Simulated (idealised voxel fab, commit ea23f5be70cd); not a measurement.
Process module in this document: voxel transistor to metal
Section cut is 295 nm wide and gridded with 5 nm square cells.
Throughout this document, each cross-section is represented as a grid of square cells and is presented as a sequence of bands enumerated from the top downward, where a band comprises one or more rows of cells.
The entry gives the band's vertical extent as a top height and a bottom height in nm, then its horizontal make-up as materials from left to right, each with a width in nm. "empty" stands for empty space; a single material marked "edge to edge" fills the band edge to edge.
The reference from which all heights are counted is 0, the level beneath which the as-received wafer is entirely one material; the lowest band, having no lower bound, proceeds downward and is written after the example "0..down".
Width spec "30 to 40" -> top row of cells at first value, bottom row at second value, equal per-row change in between.
Step note "nothing altered" = no cross-section cell changed.
Cavities, closed: empty space of 8 cells or more with no open way to the top, each as width x height at its distance from the left edge, in nm
Step line, after settings: the simulator's comment on this step.
A step's line can hold "overlay nm"; with a mask on that step, the setting says how far right of the planned place the mask lay, while a negative setting says it lay to the left.

STEPS IN THE PROCESS PLAN
1,RECEIVE, material Si
2,CONFORMAL_DEP, material SiO2, thk nm 5
3,CONFORMAL_DEP, material SiN, thk nm 10
4,MASKED_ETCH, tone cover, mask id ACTIVE, width nm 115, pitch nm 145, etch materials SiN, depth nm 10, overlay nm 0
5,MASKED_ETCH, tone cover, mask id ACTIVE, width nm 115, pitch nm 145, etch materials SiO2, depth nm 5, overlay nm 0
6,MASKED_ETCH, tone cover, mask id ACTIVE, width nm 115, pitch nm 145, etch materials Si, depth nm 30, overlay nm 0
7,OXIDIZE, depth nm 5
8,FILL_DEP, material SiO2, thk nm 5
9,CMP, height nm 15
10,SELECTIVE_ETCH, etch materials SiO2, depth nm 10
11,STRIP, etch materials SiN
12,SELECTIVE_ETCH, etch materials SiO2, depth nm 5
13,OXIDIZE, depth nm 5
14,DIRECTIONAL_DEP, material polySi, thk nm 25
15,DIRECTIONAL_DEP, material SiCN, thk nm 15
16,PATTERN, tone cover, mask id GATE, material resist, width nm 35, pitch nm 145, thk nm 15, overlay nm 0
17,DIRECTIONAL_ETCH, etch materials SiCN, depth nm 25
18,DIRECTIONAL_ETCH, etch materials polySi, depth nm 35
19,STRIP, etch materials resist
20,CONFORMAL_DEP, material SiO2, thk nm 5
21,DIRECTIONAL_ETCH, etch materials SiO2, depth nm 5
22,CONFORMAL_DEP, material SiN, thk nm 5
23,DIRECTIONAL_ETCH, etch materials SiN, depth nm 5
24,DIRECTIONAL_ETCH, etch materials SiO2, depth nm 5
25,EPI, material pSi, thk nm 5
26,FILL_DEP, material SiO2, thk nm 10
27,CMP, height nm 25
28,STRIP, etch materials polySi
29,SELECTIVE_ETCH, etch materials SiO2, depth nm 5
30,CONFORMAL_DEP, material HfO2, thk nm 5
31,CONFORMAL_DEP, material TiN, thk nm 5
32,FILL_DEP, material W, thk nm 10
33,CMP, height nm 20
34,DIRECTIONAL_DEP, material SiO2, thk nm 15
35,PATTERN, tone open, mask id CONTACT, material resist, width nm 15, thk nm 15, overlay nm 0
36,DIRECTIONAL_ETCH, etch materials SiO2, depth nm 35
37,STRIP, etch materials resist
38,CONFORMAL_DEP, material TiN, thk nm 5
39,FILL_DEP, material W, thk nm 5
40,CMP, height nm 35
41,CONFORMAL_DEP, material SiN, thk nm 5
42,DIRECTIONAL_DEP, material lowk, thk nm 15
43,MASKED_ETCH, tone open, mask id METAL_1, width nm 15, etch materials lowk, depth nm 15, overlay nm 0
44,MASKED_ETCH, tone open, mask id METAL_1, width nm 15, etch materials SiN, depth nm 5, overlay nm 0
45,CONFORMAL_DEP, material TiN, thk nm 5
46,FILL_DEP, material Ru, thk nm 5
47,CMP, height nm 55
48,EPI, material Ru, thk nm 5
49,FILL_DEP, material SiCN, thk nm 5
50,DIRECTIONAL_DEP, material SiO2, thk nm 35
51,MASKED_ETCH, tone open, mask id METAL_2, width nm 15, pitch nm 145, etch materials SiO2, depth nm 20, overlay nm 0
52,PATTERN, tone open, mask id METAL_2_HOLES, material resist, width nm 15, pitch nm 145, thk nm 15, overlay nm 0
53,DIRECTIONAL_ETCH, etch materials SiO2, depth nm 15
54,DIRECTIONAL_ETCH, etch materials SiCN, depth nm 5
55,STRIP, etch materials resist
56,CONFORMAL_DEP, material TiN, thk nm 5
57,FILL_DEP, material Cu, thk nm 10
58,CMP, height nm 100
59,CONFORMAL_DEP, material SiCN, thk nm 5

CROSS-SECTION OF THE WAFER UPON ARRIVAL, REPRESENTING THE STATE REACHED AFTER STEP 1
  0..down | Si edge to edge
  Cavities, closed: none

FIRST WAFER AT THE END, AS PLANNED
  105..100 | SiCN edge to edge
  100..65 | SiO2: 20 / TiN: 5 / Cu: 5 / TiN: 5 / SiO2: 130 / TiN: 5 / Cu: 5 / TiN: 5 / SiO2: 115
  65..60 | SiCN: 20 / TiN: 15 / SiCN: 130 / TiN: 15 / SiCN: 115
  60..55 | SiCN: 15 / Ru: 25 / SiCN: 65 / Ru: 25 / SiCN: 30 / Ru: 25 / SiCN: 65 / Ru: 25 / SiCN: 20
  55..40 | lowk: 20 / TiN: 5 / Ru: 5 / TiN: 5 / lowk: 75 / TiN: 5 / Ru: 5 / TiN: 5 / lowk: 40 / TiN: 5 / Ru: 5 / TiN: 5 / lowk: 75 / TiN: 5 / Ru: 5 / TiN: 5 / lowk: 25
  40..35 | SiN: 20 / TiN: 15 / SiN: 75 / TiN: 15 / SiN: 40 / TiN: 15 / SiN: 75 / TiN: 15 / SiN: 25
  35..20 | SiO2: 20 / TiN: 5 / W: 5 / TiN: 5 / SiO2: 75 / TiN: 5 / W: 5 / TiN: 5 / SiO2: 40 / TiN: 5 / W: 5 / TiN: 5 / SiO2: 75 / TiN: 5 / W: 5 / TiN: 5 / SiO2: 25
  20..5 | SiO2: 20 / TiN: 5 / W: 5 / TiN: 5 / SiO2: 10 / SiN: 5 / HfO2: 5 / TiN: 5 / W: 25 / TiN: 5 / HfO2: 5 / SiN: 5 / SiO2: 10 / TiN: 5 / W: 5 / TiN: 5 / SiO2: 40 / TiN: 5 / W: 5 / TiN: 5 / SiO2: 10 / SiN: 5 / HfO2: 5 / TiN: 5 / W: 25 / TiN: 5 / HfO2: 5 / SiN: 5 / SiO2: 10 / TiN: 5 / W: 5 / TiN: 5 / SiO2: 25
  5..0 | SiO2: 20 / TiN: 15 / SiO2: 10 / SiN: 5 / HfO2: 5 / TiN: 35 / HfO2: 5 / SiN: 5 / SiO2: 10 / TiN: 15 / SiO2: 40 / TiN: 15 / SiO2: 10 / SiN: 5 / HfO2: 5 / TiN: 35 / HfO2: 5 / SiN: 5 / SiO2: 10 / TiN: 15 / SiO2: 25
  0..-5 | SiO2: 15 / pSi: 30 / SiO2: 5 / HfO2: 45 / SiO2: 5 / pSi: 30 / SiO2: 30 / pSi: 30 / SiO2: 5 / HfO2: 45 / SiO2: 5 / pSi: 30 / SiO2: 20
  -5..-35 | SiO2: 20 / Si: 105 / SiO2: 40 / Si: 105 / SiO2: 25
  -35..down | Si edge to edge
  Cavities, closed: none

CROSS-SECTION, SECOND WAFER: SAME START AS THE FIRST, SAME PLAN AS THE FIRST, ONE MISTAKE IN RUNNING IT; TAKEN AT THE END OF THE MODULE
  105..100 | SiCN edge to edge
  100..65 | SiO2: 20 / TiN: 5 / Cu: 5 / TiN: 5 / SiO2: 130 / TiN: 5 / Cu: 5 / TiN: 5 / SiO2: 115
  65..60 | SiCN: 20 / TiN: 15 / SiCN: 130 / TiN: 15 / SiCN: 115
  60..55 | SiCN: 25 / Ru: 25 / SiCN: 65 / Ru: 25 / SiCN: 30 / Ru: 25 / SiCN: 65 / Ru: 25 / SiCN: 10
  55..45 | lowk: 30 / TiN: 5 / Ru: 5 / TiN: 5 / lowk: 75 / TiN: 5 / Ru: 5 / TiN: 5 / lowk: 40 / TiN: 5 / Ru: 5 / TiN: 5 / lowk: 75 / TiN: 5 / Ru: 5 / TiN: 5 / lowk: 15
  45..40 | lowk: 30 / TiN: 15 / lowk: 75 / TiN: 15 / lowk: 40 / TiN: 15 / lowk: 75 / TiN: 15 / lowk: 15
  40..35 | SiN: 30 / TiN: 5 / SiN: 85 / TiN: 5 / SiN: 50 / TiN: 5 / SiN: 85 / TiN: 5 / SiN: 25
  35..20 | SiO2: 20 / TiN: 5 / W: 5 / TiN: 5 / SiO2: 75 / TiN: 5 / W: 5 / TiN: 5 / SiO2: 40 / TiN: 5 / W: 5 / TiN: 5 / SiO2: 75 / TiN: 5 / W: 5 / TiN: 5 / SiO2: 25
  20..5 | SiO2: 20 / TiN: 5 / W: 5 / TiN: 5 / SiO2: 10 / SiN: 5 / HfO2: 5 / TiN: 5 / W: 25 / TiN: 5 / HfO2: 5 / SiN: 5 / SiO2: 10 / TiN: 5 / W: 5 / TiN: 5 / SiO2: 40 / TiN: 5 / W: 5 / TiN: 5 / SiO2: 10 / SiN: 5 / HfO2: 5 / TiN: 5 / W: 25 / TiN: 5 / HfO2: 5 / SiN: 5 / SiO2: 10 / TiN: 5 / W: 5 / TiN: 5 / SiO2: 25
  5..0 | SiO2: 20 / TiN: 15 / SiO2: 10 / SiN: 5 / HfO2: 5 / TiN: 35 / HfO2: 5 / SiN: 5 / SiO2: 10 / TiN: 15 / SiO2: 40 / TiN: 15 / SiO2: 10 / SiN: 5 / HfO2: 5 / TiN: 35 / HfO2: 5 / SiN: 5 / SiO2: 10 / TiN: 15 / SiO2: 25
  0..-5 | SiO2: 15 / pSi: 30 / SiO2: 5 / HfO2: 45 / SiO2: 5 / pSi: 30 / SiO2: 30 / pSi: 30 / SiO2: 5 / HfO2: 45 / SiO2: 5 / pSi: 30 / SiO2: 20
  -5..-35 | SiO2: 20 / Si: 105 / SiO2: 40 / Si: 105 / SiO2: 25
  -35..down | Si edge to edge
  Cavities, closed: none
It is concluded that the wafer was processed incorrectly with respect to the plan, in that note that step 43 departed from the planned setting and was carried out as MASKED_ETCH, tone open, mask id METAL_1, width nm 15, etch materials lowk, depth nm 15, overlay nm 10
Final cells, second wafer relative to first, materials higher or lower: 4 fewer of Ru; 8 more of SiN; 4 fewer of TiN
